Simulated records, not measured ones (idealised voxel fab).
Process module name: voxel capacitor over wiring
This is section cut - it's 250 nm across, gridded in 5 nm square cells.
A cross-section is a grid of square cells, given in bands from the top down. A band is one or more rows of cells. In this notation a band is specified by the heights of its top and bottom, in that order and in nm, after which its materials appear from left to right, each paired with its width in nm. The word "everywhere" attached to a single material means that material fills the band from edge to edge; the word "blank" stands for empty space. The reference from which all heights are counted is 0, the level beneath which the as-received wafer is entirely one material; the lowest band, having no lower bound, proceeds downward and is written after the example "0 and below". Width: "30->40" (first number = top row, second number = bottom row, same change from row to row of cells). When a step is marked "no change occurred", none of the cells in the cross-section changed during that step. The entry titled "Catalogued sealed voids" provides the empty spaces that have no open way to the top, restricted to those of 8 cells or more. Each is presented as width x height at distance, the distance being measured from the left edge, with all three in nm. The remark found on a step's line after its settings is issued by the simulator itself and pertains to that step. overlay nm: for a step with a mask, the amount by which the mask lay right of where it was planned; a negative amount means left of it.

Intended process steps
1,op RECEIVE | material Si
2,op CONFORMAL_DEP | material SiO2 | thk nm 15
3,op CONFORMAL_DEP | material SiN | thk nm 5
4,op DIRECTIONAL_DEP | material SiO2 | thk nm 15
5,op PATTERN | tone open | mask id METAL_1 | material resist | width nm 25 | pitch nm 95 | thk nm 15 | overlay nm 0
6,op DIRECTIONAL_ETCH | etch materials SiO2 | depth nm 15
7,op DIRECTIONAL_ETCH | etch materials SiN | depth nm 5
8,op STRIP | etch materials resist
9,op CONFORMAL_DEP | material TiN | thk nm 5
10,op FILL_DEP | material W | thk nm 10
11,op CMP | height nm 35
12,op EPI | material Ru | thk nm 5
13,op FILL_DEP | material SiCN | thk nm 5
14,op DIRECTIONAL_DEP | material SiO2 | thk nm 20
15,op MASKED_ETCH | tone open | mask id PLUG_1 | width nm 15 | etch materials SiO2 | depth nm 20 | overlay nm 0
16,op MASKED_ETCH | tone open | mask id PLUG_1 | width nm 15 | etch materials SiCN | depth nm 5 | overlay nm 0
17,op CONFORMAL_DEP | material TiN | thk nm 5
18,op FILL_DEP | material Cu | thk nm 5
19,op CMP | height nm 65
20,op DIRECTIONAL_DEP | material TiN | thk nm 10
21,op DIRECTIONAL_DEP | material HfO2 | thk nm 5
22,op DIRECTIONAL_DEP | material TiN | thk nm 10
23,op DIRECTIONAL_DEP | material aC | thk nm 10
24,op PATTERN | tone cover | mask id UPPER_PLATE | material resist | width nm 75 | thk nm 25 | overlay nm 0
25,op DIRECTIONAL_ETCH | etch materials aC | depth nm 10
26,op STRIP | etch materials resist
27,op DIRECTIONAL_ETCH | etch materials TiN | depth nm 10
28,op DIRECTIONAL_ETCH | etch materials HfO2 | depth nm 5
29,op STRIP | etch materials aC
30,op DIRECTIONAL_DEP | material aC | thk nm 10
31,op PATTERN | tone cover | mask id LOWER_PLATE | material resist | width nm 85 | thk nm 30 | overlay nm 0
32,op DIRECTIONAL_ETCH | etch materials aC | depth nm 10
33,op STRIP | etch materials resist
34,op DIRECTIONAL_ETCH | etch materials TiN | depth nm 10
35,op STRIP | etch materials aC
36,op FILL_DEP | material SiO2 | thk nm 15
37,op CMP | height nm 100
38,op DIRECTIONAL_DEP | material aC | thk nm 10
39,op PATTERN | tone open | mask id PLUG_2 | material resist | width nm 15 | thk nm 30 | overlay nm 0
40,op DIRECTIONAL_ETCH | etch materials aC | depth nm 10
41,op STRIP | etch materials resist
42,op DIRECTIONAL_ETCH | etch materials SiO2 | depth nm 10
43,op STRIP | etch materials aC
44,op CONFORMAL_DEP | material TiN | thk nm 5
45,op FILL_DEP | material Ru | thk nm 5
46,op CMP | height nm 100
47,op CONFORMAL_DEP | material SiN | thk nm 5

As received (post step 1): cross-section
0 and below | Si everywhere
Catalogued sealed voids: none

Run as planned - first of the two wafers cross-sectioned at the end of the module
105 down to 100 | SiN everywhere
100 down to 95 | 85 nm SiO2  5 nm TiN  5 nm Ru  5 nm TiN  150 nm SiO2
95 down to 90 | 85 nm SiO2  15 nm TiN  150 nm SiO2
90 down to 80 | 75 nm SiO2  75 nm TiN  100 nm SiO2
80 down to 75 | 75 nm SiO2  75 nm HfO2  100 nm SiO2
75 down to 65 | 70 nm SiO2  85 nm TiN  95 nm SiO2
65 down to 45 | 75 nm SiO2  5 nm TiN  5 nm Cu  5 nm TiN  160 nm SiO2
45 down to 40 | 75 nm SiCN  15 nm TiN  160 nm SiCN
40 down to 35 | 60 nm SiCN  35 nm Ru  60 nm SiCN  35 nm Ru  60 nm SiCN
35 down to 20 | 65 nm SiO2  5 nm TiN  15 nm W  5 nm TiN  70 nm SiO2  5 nm TiN  15 nm W  5 nm TiN  65 nm SiO2
20 down to 15 | 65 nm SiN  25 nm TiN  70 nm SiN  25 nm TiN  65 nm SiN
15 down to 0 | SiO2 everywhere
0 and below | Si everywhere
Catalogued sealed voids: none

What the second wafer looks like in cross-section once the module is done. Its start and its plan matched the first wafer's exactly; what differed was one mistake in how it was run
105 down to 100 | SiN everywhere
100 down to 95 | 85 nm SiO2  5 nm TiN  5 nm Ru  5 nm TiN  150 nm SiO2
95 down to 90 | 85 nm SiO2  15 nm TiN  150 nm SiO2
90 down to 80 | 75 nm SiO2  75 nm TiN  100 nm SiO2
80 down to 75 | 75 nm SiO2  75 nm HfO2  100 nm SiO2
75 down to 65 | 70 nm SiO2  85 nm TiN  95 nm SiO2
65 down to 60 | 75 nm SiO2  5 nm TiN  5 nm Cu  5 nm TiN  160 nm SiO2
60 down to 55 | 75 nm SiCN  15 nm TiN  160 nm SiCN
55 down to 50 | Ru everywhere
50 down to 40 | W everywhere
40 down to 35 | 70 nm TiN  15 nm W  80 nm TiN  15 nm W  70 nm TiN
35 down to 20 | 65 nm SiO2  5 nm TiN  15 nm W  5 nm TiN  70 nm SiO2  5 nm TiN  15 nm W  5 nm TiN  65 nm SiO2
20 down to 15 | 65 nm SiN  25 nm TiN  70 nm SiN  25 nm TiN  65 nm SiN
15 down to 0 | SiO2 everywhere
0 and below | Si everywhere
Catalogued sealed voids: none
Deviation noted in wafer processing: step 11 of the plan: omitted, not performed
Cell-count delta at end, second wafer over first, by material: Cu -3 | Ru +36 | SiCN -36 | SiO2 -141 | TiN +38 | W +106
